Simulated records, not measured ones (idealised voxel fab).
process module | voxel tone inversion
cross-section cut | 175 nm wide | cells 5 nm
A cross-section is a grid of square cells, given in bands from the top down. A band is one or more rows of cells.
Each band's line starts with the height of the band's top and of its bottom, in nm. Then come its materials from left to right, each with its width in nm. One material with "throughout" fills the band from edge to edge. "air" is empty space.
Height 0 is the level under which the wafer as received is all one material. The lowest band goes on downwards, as in "0 down".
A width such as "30 to 40" changes by the same amount from each row of cells to the next, from the band's top row to its bottom row.
"no change" after a step means that no cell of the cross-section changed.
closed voids: empty space of 8 cells or more with no open way to the top, each as width x height at its distance from the left edge, in nm
after a step's settings: what the simulator itself notes on the step
overlay nm, on a step with a mask: how far to the right of its planned place the mask lay; to the left if negative
plan
1 op RECEIVE | material Si
2 op CONFORMAL_DEP | material SiCN | thk nm 5
3 op DIRECTIONAL_DEP | material aC | thk nm 25
4 op PATTERN | tone cover | mask id POSTS | material resist | width nm 20 | pitch nm 40 | thk nm 30 | overlay nm 0
5 op DIRECTIONAL_ETCH | etch materials aC | depth nm 25
6 op STRIP | etch materials resist
7 op FILL_DEP | material lowk | thk nm 5
8 op CMP | height nm 30
9 op STRIP | etch materials aC
as received, after step 1
  0 down: Si throughout
  closed voids: none
a wafer at the end: this start, this plan, one mistake
  30 to 5: lowk 45 | air 20 | lowk 20 | air 20 | lowk 70
  5 to 0: SiCN throughout
  0 down: Si throughout
  closed voids: none
what went wrong: step 4 ran as: op PATTERN | tone cover | mask id POSTS | material resist | width nm 20 | pitch nm 40 | thk nm 30 | overlay nm -10
